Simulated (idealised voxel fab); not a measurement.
process module | voxel trench capacitor
cross-section cut | 185 nm wide | cells 5 nm
A cross-section is a grid of square cells, given in bands from the top down. A band is one or more rows of cells.
Each band's line starts with the height of the band's top and of its bottom, in nm. Then come its materials from left to right, each with its width in nm. One material with "throughout" fills the band from edge to edge. "air" is empty space.
Height 0 is the level under which the wafer as received is all one material. The lowest band goes on downwards, as in "0 down".
A width such as "30 to 40" changes by the same amount from each row of cells to the next, from the band's top row to its bottom row.
"no change" after a step means that no cell of the cross-section changed.
closed voids: empty space of 8 cells or more with no open way to the top, each as width x height at its distance from the left edge, in nm
after a step's settings: what the simulator itself notes on the step
overlay nm, on a step with a mask: how far to the right of its planned place the mask lay; to the left if negative
Each pair below shows a cross-section before one step and the cross-section after it, down to the lowest band that changed. The line under each pair gives the step between them, with its settings. The pairs can come from different runs of this module on the same starting wafer, so a pair continues from the pair above only where its "before" says so.
before
  0 down: Si throughout
  closed voids: none
after
  10 to 0: SiN throughout
  below 0: unchanged
  closed voids: none
the step between: op CONFORMAL_DEP | material SiN | thk nm 10
before: the cross-section after the pair above
after
  25 to 10: aC throughout
  below 10: unchanged
  closed voids: none
the step between: op DIRECTIONAL_DEP | material aC | thk nm 15
before: the cross-section after the pair above
after
  55 to 25: resist 55 | air 25 | resist 25 | air 25 | resist 55
  below 25: unchanged
  closed voids: none
the step between: op PATTERN | tone open | mask id TRENCH | material resist | width nm 25 | pitch nm 50 | thk nm 30 | overlay nm 0
before: the cross-section after the pair above
after
  40 to 25: resist 55 | air 25 | resist 25 | air 25 | resist 55
  25 to 10: aC 55 | air 25 | aC 25 | air 25 | aC 55
  below 10: unchanged
  closed voids: none
the step between: op DIRECTIONAL_ETCH | etch materials aC | depth nm 15
before: the cross-section after the pair above
after
  25 to 10: aC 55 | air 25 | aC 25 | air 25 | aC 55
  below 10: unchanged
  closed voids: none
the step between: op STRIP | etch materials resist
before: the cross-section after the pair above
after
  25 to 10: aC 55 | air 25 | aC 25 | air 25 | aC 55
  10 to 0: SiN 55 | air 25 | SiN 25 | air 25 | SiN 55
  below 0: unchanged
  closed voids: none
the step between: op DIRECTIONAL_ETCH | etch materials SiN | depth nm 10
before: the cross-section after the pair above
after
  25 to 10: aC 55 | air 25 | aC 25 | air 25 | aC 55
  10 to 0: SiN 55 | air 25 | SiN 25 | air 25 | SiN 55
  0 to -35: Si 55 | air 25 | Si 25 | air 25 | Si 55
  below -35: unchanged
  closed voids: none
the step between: op DIRECTIONAL_ETCH | etch materials Si | depth nm 35
before: the cross-section after the pair above
after
  10 to 0: SiN 55 | air 25 | SiN 25 | air 25 | SiN 55
  below 0: unchanged
  closed voids: none
the step between: op STRIP | etch materials aC
before: the cross-section after the pair above
after
  15 to 10: Al2O3 60 | air 15 | Al2O3 35 | air 15 | Al2O3 60
  10 to 0: SiN 55 | Al2O3 5 | air 15 | Al2O3 5 | SiN 25 | Al2O3 5 | air 15 | Al2O3 5 | SiN 55
  0 to -30: Si 55 | Al2O3 5 | air 15 | Al2O3 5 | Si 25 | Al2O3 5 | air 15 | Al2O3 5 | Si 55
  -30 to -35: Si 55 | Al2O3 25 | Si 25 | Al2O3 25 | Si 55
  below -35: unchanged
  closed voids: none
the step between: op CONFORMAL_DEP | material Al2O3 | thk nm 5
before: the cross-section after the pair above
after
  20 to 15: TiN 65 | air 5 | TiN 45 | air 5 | TiN 65
  15 to 10: Al2O3 60 | TiN 5 | air 5 | TiN 5 | Al2O3 35 | TiN 5 | air 5 | TiN 5 | Al2O3 60
  10 to 0: SiN 55 | Al2O3 5 | TiN 5 | air 5 | TiN 5 | Al2O3 5 | SiN 25 | Al2O3 5 | TiN 5 | air 5 | TiN 5 | Al2O3 5 | SiN 55
  0 to -25: Si 55 | Al2O3 5 | TiN 5 | air 5 | TiN 5 | Al2O3 5 | Si 25 | Al2O3 5 | TiN 5 | air 5 | TiN 5 | Al2O3 5 | Si 55
  -25 to -30: Si 55 | Al2O3 5 | TiN 15 | Al2O3 5 | Si 25 | Al2O3 5 | TiN 15 | Al2O3 5 | Si 55
  below -30: unchanged
  closed voids: none
the step between: op CONFORMAL_DEP | material TiN | thk nm 5
before: the cross-section after the pair above
after
  30 to 20: W throughout
  20 to 15: TiN 65 | W 5 | TiN 45 | W 5 | TiN 65
  15 to 10: Al2O3 60 | TiN 5 | W 5 | TiN 5 | Al2O3 35 | TiN 5 | W 5 | TiN 5 | Al2O3 60
  10 to 0: SiN 55 | Al2O3 5 | TiN 5 | W 5 | TiN 5 | Al2O3 5 | SiN 25 | Al2O3 5 | TiN 5 | W 5 | TiN 5 | Al2O3 5 | SiN 55
  0 to -25: Si 55 | Al2O3 5 | TiN 5 | W 5 | TiN 5 | Al2O3 5 | Si 25 | Al2O3 5 | TiN 5 | W 5 | TiN 5 | Al2O3 5 | Si 55
  below -25: unchanged
  closed voids: none
the step between: op FILL_DEP | material W | thk nm 10
before: the cross-section after the pair above
after
  10 to 0: SiN 55 | Al2O3 5 | TiN 5 | W 5 | TiN 5 | Al2O3 5 | SiN 25 | Al2O3 5 | TiN 5 | W 5 | TiN 5 | Al2O3 5 | SiN 55
  below 0: unchanged
  closed voids: none
the step between: op CMP | height nm 10
before
  25 to 10: aC 55 | air 25 | aC 25 | air 25 | aC 55
  10 to 0: SiN 55 | air 25 | SiN 25 | air 25 | SiN 55
  0 to -35: Si 55 | air 25 | Si 25 | air 25 | Si 55
  -35 down: Si throughout
  closed voids: none
after
  25 to 10: aC 55 | air 25 | aC 25 | air 25 | aC 55
  10 to 0: SiN 55 | air 25 | SiN 25 | air 25 | SiN 55
  0 to -70: Si 55 | air 25 | Si 25 | air 25 | Si 55
  below -70: unchanged
  closed voids: none
the step between: op DIRECTIONAL_ETCH | etch materials Si | depth nm 35
before: the cross-section after the pair above
after
  10 to 0: SiN 55 | air 25 | SiN 25 | air 25 | SiN 55
  below 0: unchanged
  closed voids: none
the step between: op STRIP | etch materials aC
before: the cross-section after the pair above
after
  15 to 10: Al2O3 60 | air 15 | Al2O3 35 | air 15 | Al2O3 60
  10 to 0: SiN 55 | Al2O3 5 | air 15 | Al2O3 5 | SiN 25 | Al2O3 5 | air 15 | Al2O3 5 | SiN 55
  0 to -65: Si 55 | Al2O3 5 | air 15 | Al2O3 5 | Si 25 | Al2O3 5 | air 15 | Al2O3 5 | Si 55
  -65 to -70: Si 55 | Al2O3 25 | Si 25 | Al2O3 25 | Si 55
  below -70: unchanged
  closed voids: none
the step between: op CONFORMAL_DEP | material Al2O3 | thk nm 5
before: the cross-section after the pair above
after
  20 to 15: TiN 65 | air 5 | TiN 45 | air 5 | TiN 65
  15 to 10: Al2O3 60 | TiN 5 | air 5 | TiN 5 | Al2O3 35 | TiN 5 | air 5 | TiN 5 | Al2O3 60
  10 to 0: SiN 55 | Al2O3 5 | TiN 5 | air 5 | TiN 5 | Al2O3 5 | SiN 25 | Al2O3 5 | TiN 5 | air 5 | TiN 5 | Al2O3 5 | SiN 55
  0 to -60: Si 55 | Al2O3 5 | TiN 5 | air 5 | TiN 5 | Al2O3 5 | Si 25 | Al2O3 5 | TiN 5 | air 5 | TiN 5 | Al2O3 5 | Si 55
  -60 to -65: Si 55 | Al2O3 5 | TiN 15 | Al2O3 5 | Si 25 | Al2O3 5 | TiN 15 | Al2O3 5 | Si 55
  below -65: unchanged
  closed voids: none
the step between: op CONFORMAL_DEP | material TiN | thk nm 5
before: the cross-section after the pair above
after
  30 to 20: W throughout
  20 to 15: TiN 65 | W 5 | TiN 45 | W 5 | TiN 65
  15 to 10: Al2O3 60 | TiN 5 | W 5 | TiN 5 | Al2O3 35 | TiN 5 | W 5 | TiN 5 | Al2O3 60
  10 to 0: SiN 55 | Al2O3 5 | TiN 5 | W 5 | TiN 5 | Al2O3 5 | SiN 25 | Al2O3 5 | TiN 5 | W 5 | TiN 5 | Al2O3 5 | SiN 55
  0 to -60: Si 55 | Al2O3 5 | TiN 5 | W 5 | TiN 5 | Al2O3 5 | Si 25 | Al2O3 5 | TiN 5 | W 5 | TiN 5 | Al2O3 5 | Si 55
  below -60: unchanged
  closed voids: none
the step between: op FILL_DEP | material W | thk nm 10
before: the cross-section after the pair above
after
  10 to 0: SiN 55 | Al2O3 5 | TiN 5 | W 5 | TiN 5 | Al2O3 5 | SiN 25 | Al2O3 5 | TiN 5 | W 5 | TiN 5 | Al2O3 5 | SiN 55
  below 0: unchanged
  closed voids: none
the step between: op CMP | height nm 10
before
  10 to 0: SiN 55 | air 25 | SiN 25 | air 25 | SiN 55
  0 to -35: Si 55 | air 25 | Si 25 | air 25 | Si 55
  -35 down: Si throughout
  closed voids: none
after
  15 to 10: TiN 60 | air 15 | TiN 35 | air 15 | TiN 60
  10 to 0: SiN 55 | TiN 5 | air 15 | TiN 5 | SiN 25 | TiN 5 | air 15 | TiN 5 | SiN 55
  0 to -30: Si 55 | TiN 5 | air 15 | TiN 5 | Si 25 | TiN 5 | air 15 | TiN 5 | Si 55
  -30 to -35: Si 55 | TiN 25 | Si 25 | TiN 25 | Si 55
  below -35: unchanged
  closed voids: none
the step between: op CONFORMAL_DEP | material TiN | thk nm 5
before: the cross-section after the pair above
after
  20 to 15: Al2O3 65 | air 5 | Al2O3 45 | air 5 | Al2O3 65
  15 to 10: TiN 60 | Al2O3 5 | air 5 | Al2O3 5 | TiN 35 | Al2O3 5 | air 5 | Al2O3 5 | TiN 60
  10 to 0: SiN 55 | TiN 5 | Al2O3 5 | air 5 | Al2O3 5 | TiN 5 | SiN 25 | TiN 5 | Al2O3 5 | air 5 | Al2O3 5 | TiN 5 | SiN 55
  0 to -25: Si 55 | TiN 5 | Al2O3 5 | air 5 | Al2O3 5 | TiN 5 | Si 25 | TiN 5 | Al2O3 5 | air 5 | Al2O3 5 | TiN 5 | Si 55
  -25 to -30: Si 55 | TiN 5 | Al2O3 15 | TiN 5 | Si 25 | TiN 5 | Al2O3 15 | TiN 5 | Si 55
  below -30: unchanged
  closed voids: none
the step between: op CONFORMAL_DEP | material Al2O3 | thk nm 5
before: the cross-section after the pair above
after
  30 to 20: W throughout
  20 to 15: Al2O3 65 | W 5 | Al2O3 45 | W 5 | Al2O3 65
  15 to 10: TiN 60 | Al2O3 5 | W 5 | Al2O3 5 | TiN 35 | Al2O3 5 | W 5 | Al2O3 5 | TiN 60
  10 to 0: SiN 55 | TiN 5 | Al2O3 5 | W 5 | Al2O3 5 | TiN 5 | SiN 25 | TiN 5 | Al2O3 5 | W 5 | Al2O3 5 | TiN 5 | SiN 55
  0 to -25: Si 55 | TiN 5 | Al2O3 5 | W 5 | Al2O3 5 | TiN 5 | Si 25 | TiN 5 | Al2O3 5 | W 5 | Al2O3 5 | TiN 5 | Si 55
  below -25: unchanged
  closed voids: none
the step between: op FILL_DEP | material W | thk nm 10
before: the cross-section after the pair above
after
  10 to 0: SiN 55 | TiN 5 | Al2O3 5 | W 5 | Al2O3 5 | TiN 5 | SiN 25 | TiN 5 | Al2O3 5 | W 5 | Al2O3 5 | TiN 5 | SiN 55
  below 0: unchanged
  closed voids: none
the step between: op CMP | height nm 10
before
  0 down: Si throughout
  closed voids: none
after
  5 to 0: SiN throughout
  below 0: unchanged
  closed voids: none
the step between: op CONFORMAL_DEP | material SiN | thk nm 5
before: the cross-section after the pair above
after
  20 to 5: aC throughout
  below 5: unchanged
  closed voids: none
the step between: op DIRECTIONAL_DEP | material aC | thk nm 15
before: the cross-section after the pair above
after
  50 to 20: resist 55 | air 25 | resist 25 | air 25 | resist 55
  below 20: unchanged
  closed voids: none
the step between: op PATTERN | tone open | mask id TRENCH | material resist | width nm 25 | pitch nm 50 | thk nm 30 | overlay nm 0
before: the cross-section after the pair above
after
  35 to 20: resist 55 | air 25 | resist 25 | air 25 | resist 55
  20 to 5: aC 55 | air 25 | aC 25 | air 25 | aC 55
  below 5: unchanged
  closed voids: none
the step between: op DIRECTIONAL_ETCH | etch materials aC | depth nm 15
before: the cross-section after the pair above
after
  20 to 5: aC 55 | air 25 | aC 25 | air 25 | aC 55
  below 5: unchanged
  closed voids: none
the step between: op STRIP | etch materials resist
before: the cross-section after the pair above
after
  20 to 5: aC 55 | air 25 | aC 25 | air 25 | aC 55
  5 to 0: SiN 55 | air 25 | SiN 25 | air 25 | SiN 55
  below 0: unchanged
  closed voids: none
the step between: op DIRECTIONAL_ETCH | etch materials SiN | depth nm 10
before: the cross-section after the pair above
after
  20 to 5: aC 55 | air 25 | aC 25 | air 25 | aC 55
  5 to 0: SiN 55 | air 25 | SiN 25 | air 25 | SiN 55
  0 to -35: Si 55 | air 25 | Si 25 | air 25 | Si 55
  below -35: unchanged
  closed voids: none
the step between: op DIRECTIONAL_ETCH | etch materials Si | depth nm 35
before: the cross-section after the pair above
after
  5 to 0: SiN 55 | air 25 | SiN 25 | air 25 | SiN 55
  below 0: unchanged
  closed voids: none
the step between: op STRIP | etch materials aC
before: the cross-section after the pair above
after
  10 to 5: Al2O3 60 | air 15 | Al2O3 35 | air 15 | Al2O3 60
  5 to 0: SiN 55 | Al2O3 5 | air 15 | Al2O3 5 | SiN 25 | Al2O3 5 | air 15 | Al2O3 5 | SiN 55
  0 to -30: Si 55 | Al2O3 5 | air 15 | Al2O3 5 | Si 25 | Al2O3 5 | air 15 | Al2O3 5 | Si 55
  -30 to -35: Si 55 | Al2O3 25 | Si 25 | Al2O3 25 | Si 55
  below -35: unchanged
  closed voids: none
the step between: op CONFORMAL_DEP | material Al2O3 | thk nm 5
before: the cross-section after the pair above
after
  15 to 10: TiN 65 | air 5 | TiN 45 | air 5 | TiN 65
  10 to 5: Al2O3 60 | TiN 5 | air 5 | TiN 5 | Al2O3 35 | TiN 5 | air 5 | TiN 5 | Al2O3 60
  5 to 0: SiN 55 | Al2O3 5 | TiN 5 | air 5 | TiN 5 | Al2O3 5 | SiN 25 | Al2O3 5 | TiN 5 | air 5 | TiN 5 | Al2O3 5 | SiN 55
  0 to -25: Si 55 | Al2O3 5 | TiN 5 | air 5 | TiN 5 | Al2O3 5 | Si 25 | Al2O3 5 | TiN 5 | air 5 | TiN 5 | Al2O3 5 | Si 55
  -25 to -30: Si 55 | Al2O3 5 | TiN 15 | Al2O3 5 | Si 25 | Al2O3 5 | TiN 15 | Al2O3 5 | Si 55
  below -30: unchanged
  closed voids: none
the step between: op CONFORMAL_DEP | material TiN | thk nm 5
before: the cross-section after the pair above
after
  25 to 15: W throughout
  15 to 10: TiN 65 | W 5 | TiN 45 | W 5 | TiN 65
  10 to 5: Al2O3 60 | TiN 5 | W 5 | TiN 5 | Al2O3 35 | TiN 5 | W 5 | TiN 5 | Al2O3 60
  5 to 0: SiN 55 | Al2O3 5 | TiN 5 | W 5 | TiN 5 | Al2O3 5 | SiN 25 | Al2O3 5 | TiN 5 | W 5 | TiN 5 | Al2O3 5 | SiN 55
  0 to -25: Si 55 | Al2O3 5 | TiN 5 | W 5 | TiN 5 | Al2O3 5 | Si 25 | Al2O3 5 | TiN 5 | W 5 | TiN 5 | Al2O3 5 | Si 55
  below -25: unchanged
  closed voids: none
the step between: op FILL_DEP | material W | thk nm 10
before: the cross-section after the pair above
after
  10 to 5: Al2O3 60 | TiN 5 | W 5 | TiN 5 | Al2O3 35 | TiN 5 | W 5 | TiN 5 | Al2O3 60
  below 5: unchanged
  closed voids: none
the step between: op CMP | height nm 10
before
  25 to 10: aC throughout
  10 to 0: SiN throughout
  0 down: Si throughout
  closed voids: none
after
  55 to 25: resist 50 | air 35 | resist 15 | air 35 | resist 50
  below 25: unchanged
  closed voids: none
the step between: op PATTERN | tone open | mask id TRENCH | material resist | width nm 35 | pitch nm 50 | thk nm 30 | overlay nm 0
before: the cross-section after the pair above
after
  40 to 25: resist 50 | air 35 | resist 15 | air 35 | resist 50
  25 to 10: aC 50 | air 35 | aC 15 | air 35 | aC 50
  below 10: unchanged
  closed voids: none
the step between: op DIRECTIONAL_ETCH | etch materials aC | depth nm 15
before: the cross-section after the pair above
after
  25 to 10: aC 50 | air 35 | aC 15 | air 35 | aC 50
  below 10: unchanged
  closed voids: none
the step between: op STRIP | etch materials resist
before: the cross-section after the pair above
after
  25 to 10: aC 50 | air 35 | aC 15 | air 35 | aC 50
  10 to 0: SiN 50 | air 35 | SiN 15 | air 35 | SiN 50
  below 0: unchanged
  closed voids: none
the step between: op DIRECTIONAL_ETCH | etch materials SiN | depth nm 10
before: the cross-section after the pair above
after
  25 to 10: aC 50 | air 35 | aC 15 | air 35 | aC 50
  10 to 0: SiN 50 | air 35 | SiN 15 | air 35 | SiN 50
  0 to -35: Si 50 | air 35 | Si 15 | air 35 | Si 50
  below -35: unchanged
  closed voids: none
the step between: op DIRECTIONAL_ETCH | etch materials Si | depth nm 35
before: the cross-section after the pair above
after
  10 to 0: SiN 50 | air 35 | SiN 15 | air 35 | SiN 50
  below 0: unchanged
  closed voids: none
the step between: op STRIP | etch materials aC
before: the cross-section after the pair above
after
  15 to 10: Al2O3 55 | air 25 | Al2O3 25 | air 25 | Al2O3 55
  10 to 0: SiN 50 | Al2O3 5 | air 25 | Al2O3 5 | SiN 15 | Al2O3 5 | air 25 | Al2O3 5 | SiN 50
  0 to -30: Si 50 | Al2O3 5 | air 25 | Al2O3 5 | Si 15 | Al2O3 5 | air 25 | Al2O3 5 | Si 50
  -30 to -35: Si 50 | Al2O3 35 | Si 15 | Al2O3 35 | Si 50
  below -35: unchanged
  closed voids: none
the step between: op CONFORMAL_DEP | material Al2O3 | thk nm 5
before: the cross-section after the pair above
after
  20 to 15: TiN 60 | air 15 | TiN 35 | air 15 | TiN 60
  15 to 10: Al2O3 55 | TiN 5 | air 15 | TiN 5 | Al2O3 25 | TiN 5 | air 15 | TiN 5 | Al2O3 55
  10 to 0: SiN 50 | Al2O3 5 | TiN 5 | air 15 | TiN 5 | Al2O3 5 | SiN 15 | Al2O3 5 | TiN 5 | air 15 | TiN 5 | Al2O3 5 | SiN 50
  0 to -25: Si 50 | Al2O3 5 | TiN 5 | air 15 | TiN 5 | Al2O3 5 | Si 15 | Al2O3 5 | TiN 5 | air 15 | TiN 5 | Al2O3 5 | Si 50
  -25 to -30: Si 50 | Al2O3 5 | TiN 25 | Al2O3 5 | Si 15 | Al2O3 5 | TiN 25 | Al2O3 5 | Si 50
  below -30: unchanged
  closed voids: none
the step between: op CONFORMAL_DEP | material TiN | thk nm 5
before: the cross-section after the pair above
after
  30 to 20: W throughout
  20 to 15: TiN 60 | W 15 | TiN 35 | W 15 | TiN 60
  15 to 10: Al2O3 55 | TiN 5 | W 15 | TiN 5 | Al2O3 25 | TiN 5 | W 15 | TiN 5 | Al2O3 55
  10 to 0: SiN 50 | Al2O3 5 | TiN 5 | W 15 | TiN 5 | Al2O3 5 | SiN 15 | Al2O3 5 | TiN 5 | W 15 | TiN 5 | Al2O3 5 | SiN 50
  0 to -25: Si 50 | Al2O3 5 | TiN 5 | W 15 | TiN 5 | Al2O3 5 | Si 15 | Al2O3 5 | TiN 5 | W 15 | TiN 5 | Al2O3 5 | Si 50
  below -25: unchanged
  closed voids: none
the step between: op FILL_DEP | material W | thk nm 10
before: the cross-section after the pair above
after
  10 to 0: SiN 50 | Al2O3 5 | TiN 5 | W 15 | TiN 5 | Al2O3 5 | SiN 15 | Al2O3 5 | TiN 5 | W 15 | TiN 5 | Al2O3 5 | SiN 50
  below 0: unchanged
  closed voids: none
the step between: op CMP | height nm 10
before
  25 to 10: aC throughout
  10 to 0: SiN throughout
  0 down: Si throughout
  closed voids: none
after
  55 to 25: resist 45 | air 25 | resist 25 | air 25 | resist 65
  below 25: unchanged
  closed voids: none
the step between: op PATTERN | tone open | mask id TRENCH | material resist | width nm 25 | pitch nm 50 | thk nm 30 | overlay nm -10
before: the cross-section after the pair above
after
  40 to 25: resist 45 | air 25 | resist 25 | air 25 | resist 65
  25 to 10: aC 45 | air 25 | aC 25 | air 25 | aC 65
  below 10: unchanged
  closed voids: none
the step between: op DIRECTIONAL_ETCH | etch materials aC | depth nm 15
before: the cross-section after the pair above
after
  25 to 10: aC 45 | air 25 | aC 25 | air 25 | aC 65
  below 10: unchanged
  closed voids: none
the step between: op STRIP | etch materials resist
before: the cross-section after the pair above
after
  25 to 10: aC 45 | air 25 | aC 25 | air 25 | aC 65
  10 to 0: SiN 45 | air 25 | SiN 25 | air 25 | SiN 65
  below 0: unchanged
  closed voids: none
the step between: op DIRECTIONAL_ETCH | etch materials SiN | depth nm 10
before: the cross-section after the pair above
after
  25 to 10: aC 45 | air 25 | aC 25 | air 25 | aC 65
  10 to 0: SiN 45 | air 25 | SiN 25 | air 25 | SiN 65
  0 to -35: Si 45 | air 25 | Si 25 | air 25 | Si 65
  below -35: unchanged
  closed voids: none
the step between: op DIRECTIONAL_ETCH | etch materials Si | depth nm 35
before: the cross-section after the pair above
after
  10 to 0: SiN 45 | air 25 | SiN 25 | air 25 | SiN 65
  below 0: unchanged
  closed voids: none
the step between: op STRIP | etch materials aC
before: the cross-section after the pair above
after
  15 to 10: Al2O3 50 | air 15 | Al2O3 35 | air 15 | Al2O3 70
  10 to 0: SiN 45 | Al2O3 5 | air 15 | Al2O3 5 | SiN 25 | Al2O3 5 | air 15 | Al2O3 5 | SiN 65
  0 to -30: Si 45 | Al2O3 5 | air 15 | Al2O3 5 | Si 25 | Al2O3 5 | air 15 | Al2O3 5 | Si 65
  -30 to -35: Si 45 | Al2O3 25 | Si 25 | Al2O3 25 | Si 65
  below -35: unchanged
  closed voids: none
the step between: op CONFORMAL_DEP | material Al2O3 | thk nm 5
before: the cross-section after the pair above
after
  20 to 15: TiN 55 | air 5 | TiN 45 | air 5 | TiN 75
  15 to 10: Al2O3 50 | TiN 5 | air 5 | TiN 5 | Al2O3 35 | TiN 5 | air 5 | TiN 5 | Al2O3 70
  10 to 0: SiN 45 | Al2O3 5 | TiN 5 | air 5 | TiN 5 | Al2O3 5 | SiN 25 | Al2O3 5 | TiN 5 | air 5 | TiN 5 | Al2O3 5 | SiN 65
  0 to -25: Si 45 | Al2O3 5 | TiN 5 | air 5 | TiN 5 | Al2O3 5 | Si 25 | Al2O3 5 | TiN 5 | air 5 | TiN 5 | Al2O3 5 | Si 65
  -25 to -30: Si 45 | Al2O3 5 | TiN 15 | Al2O3 5 | Si 25 | Al2O3 5 | TiN 15 | Al2O3 5 | Si 65
  below -30: unchanged
  closed voids: none
the step between: op CONFORMAL_DEP | material TiN | thk nm 5
before: the cross-section after the pair above
after
  30 to 20: W throughout
  20 to 15: TiN 55 | W 5 | TiN 45 | W 5 | TiN 75
  15 to 10: Al2O3 50 | TiN 5 | W 5 | TiN 5 | Al2O3 35 | TiN 5 | W 5 | TiN 5 | Al2O3 70
  10 to 0: SiN 45 | Al2O3 5 | TiN 5 | W 5 | TiN 5 | Al2O3 5 | SiN 25 | Al2O3 5 | TiN 5 | W 5 | TiN 5 | Al2O3 5 | SiN 65
  0 to -25: Si 45 | Al2O3 5 | TiN 5 | W 5 | TiN 5 | Al2O3 5 | Si 25 | Al2O3 5 | TiN 5 | W 5 | TiN 5 | Al2O3 5 | Si 65
  below -25: unchanged
  closed voids: none
the step between: op FILL_DEP | material W | thk nm 10
before: the cross-section after the pair above
after
  10 to 0: SiN 45 | Al2O3 5 | TiN 5 | W 5 | TiN 5 | Al2O3 5 | SiN 25 | Al2O3 5 | TiN 5 | W 5 | TiN 5 | Al2O3 5 | SiN 65
  below 0: unchanged
  closed voids: none
the step between: op CMP | height nm 10
before
  15 to 10: TiN 60 | air 15 | TiN 35 | air 15 | TiN 60
  10 to 0: SiN 55 | TiN 5 | air 15 | TiN 5 | SiN 25 | TiN 5 | air 15 | TiN 5 | SiN 55
  0 to -30: Si 55 | TiN 5 | air 15 | TiN 5 | Si 25 | TiN 5 | air 15 | TiN 5 | Si 55
  -30 to -35: Si 55 | TiN 25 | Si 25 | TiN 25 | Si 55
  -35 down: Si throughout
  closed voids: none
after
  20 to 10: TiN 65 | air 5 | TiN 45 | air 5 | TiN 65
  10 to 0: SiN 55 | TiN 10 | air 5 | TiN 10 | SiN 25 | TiN 10 | air 5 | TiN 10 | SiN 55
  0 to -25: Si 55 | TiN 10 | air 5 | TiN 10 | Si 25 | TiN 10 | air 5 | TiN 10 | Si 55
  -25 to -35: Si 55 | TiN 25 | Si 25 | TiN 25 | Si 55
  below -35: unchanged
  closed voids: none
the step between: op CONFORMAL_DEP | material TiN | thk nm 5
before: the cross-section after the pair above
after
  30 to 20: W throughout
  20 to 10: TiN 65 | W 5 | TiN 45 | W 5 | TiN 65
  10 to 0: SiN 55 | TiN 10 | W 5 | TiN 10 | SiN 25 | TiN 10 | W 5 | TiN 10 | SiN 55
  0 to -25: Si 55 | TiN 10 | W 5 | TiN 10 | Si 25 | TiN 10 | W 5 | TiN 10 | Si 55
  below -25: unchanged
  closed voids: none
the step between: op FILL_DEP | material W | thk nm 10
before: the cross-section after the pair above
after
  10 to 0: SiN 55 | TiN 10 | W 5 | TiN 10 | SiN 25 | TiN 10 | W 5 | TiN 10 | SiN 55
  below 0: unchanged
  closed voids: none
the step between: op CMP | height nm 10
before
  25 to 10: aC throughout
  10 to 0: SiN throughout
  0 down: Si throughout
  closed voids: none
after
  55 to 25: air 55 | resist 25 | air 25 | resist 25 | air 55
  below 25: unchanged
  closed voids: none
the step between: op PATTERN | tone cover | mask id TRENCH | material resist | width nm 25 | pitch nm 50 | thk nm 30 | overlay nm 0
before: the cross-section after the pair above
after
  40 to 25: air 55 | resist 25 | air 25 | resist 25 | air 55
  25 to 10: air 55 | aC 25 | air 25 | aC 25 | air 55
  below 10: unchanged
  closed voids: none
the step between: op DIRECTIONAL_ETCH | etch materials aC | depth nm 15
before: the cross-section after the pair above
after
  25 to 10: air 55 | aC 25 | air 25 | aC 25 | air 55
  below 10: unchanged
  closed voids: none
the step between: op STRIP | etch materials resist
before: the cross-section after the pair above
after
  25 to 10: air 55 | aC 25 | air 25 | aC 25 | air 55
  10 to 0: air 55 | SiN 25 | air 25 | SiN 25 | air 55
  below 0: unchanged
  closed voids: none
the step between: op DIRECTIONAL_ETCH | etch materials SiN | depth nm 10
before: the cross-section after the pair above
after
  25 to 10: air 55 | aC 25 | air 25 | aC 25 | air 55
  10 to 0: air 55 | SiN 25 | air 25 | SiN 25 | air 55
  0 to -35: air 55 | Si 25 | air 25 | Si 25 | air 55
  below -35: unchanged
  closed voids: none
the step between: op DIRECTIONAL_ETCH | etch materials Si | depth nm 35
before: the cross-section after the pair above
after
  10 to 0: air 55 | SiN 25 | air 25 | SiN 25 | air 55
  below 0: unchanged
  closed voids: none
the step between: op STRIP | etch materials aC
before: the cross-section after the pair above
after
  15 to 10: air 50 | Al2O3 35 | air 15 | Al2O3 35 | air 50
  10 to 0: air 50 | Al2O3 5 | SiN 25 | Al2O3 5 | air 15 | Al2O3 5 | SiN 25 | Al2O3 5 | air 50
  0 to -30: air 50 | Al2O3 5 | Si 25 | Al2O3 5 | air 15 | Al2O3 5 | Si 25 | Al2O3 5 | air 50
  -30 to -35: Al2O3 55 | Si 25 | Al2O3 25 | Si 25 | Al2O3 55
  below -35: unchanged
  closed voids: none
the step between: op CONFORMAL_DEP | material Al2O3 | thk nm 5
before: the cross-section after the pair above
after
  20 to 15: air 45 | TiN 45 | air 5 | TiN 45 | air 45
  15 to 10: air 45 | TiN 5 | Al2O3 35 | TiN 5 | air 5 | TiN 5 | Al2O3 35 | TiN 5 | air 45
  10 to 0: air 45 | TiN 5 | Al2O3 5 | SiN 25 | Al2O3 5 | TiN 5 | air 5 | TiN 5 | Al2O3 5 | SiN 25 | Al2O3 5 | TiN 5 | air 45
  0 to -25: air 45 | TiN 5 | Al2O3 5 | Si 25 | Al2O3 5 | TiN 5 | air 5 | TiN 5 | Al2O3 5 | Si 25 | Al2O3 5 | TiN 5 | air 45
  -25 to -30: TiN 50 | Al2O3 5 | Si 25 | Al2O3 5 | TiN 15 | Al2O3 5 | Si 25 | Al2O3 5 | TiN 50
  below -30: unchanged
  closed voids: none
the step between: op CONFORMAL_DEP | material TiN | thk nm 5
before: the cross-section after the pair above
after
  30 to 20: W throughout
  20 to 15: W 45 | TiN 45 | W 5 | TiN 45 | W 45
  15 to 10: W 45 | TiN 5 | Al2O3 35 | TiN 5 | W 5 | TiN 5 | Al2O3 35 | TiN 5 | W 45
  10 to 0: W 45 | TiN 5 | Al2O3 5 | SiN 25 | Al2O3 5 | TiN 5 | W 5 | TiN 5 | Al2O3 5 | SiN 25 | Al2O3 5 | TiN 5 | W 45
  0 to -25: W 45 | TiN 5 | Al2O3 5 | Si 25 | Al2O3 5 | TiN 5 | W 5 | TiN 5 | Al2O3 5 | Si 25 | Al2O3 5 | TiN 5 | W 45
  below -25: unchanged
  closed voids: none
the step between: op FILL_DEP | material W | thk nm 10
before: the cross-section after the pair above
after
  10 to 0: W 45 | TiN 5 | Al2O3 5 | SiN 25 | Al2O3 5 | TiN 5 | W 5 | TiN 5 | Al2O3 5 | SiN 25 | Al2O3 5 | TiN 5 | W 45
  below 0: unchanged
  closed voids: none
the step between: op CMP | height nm 10
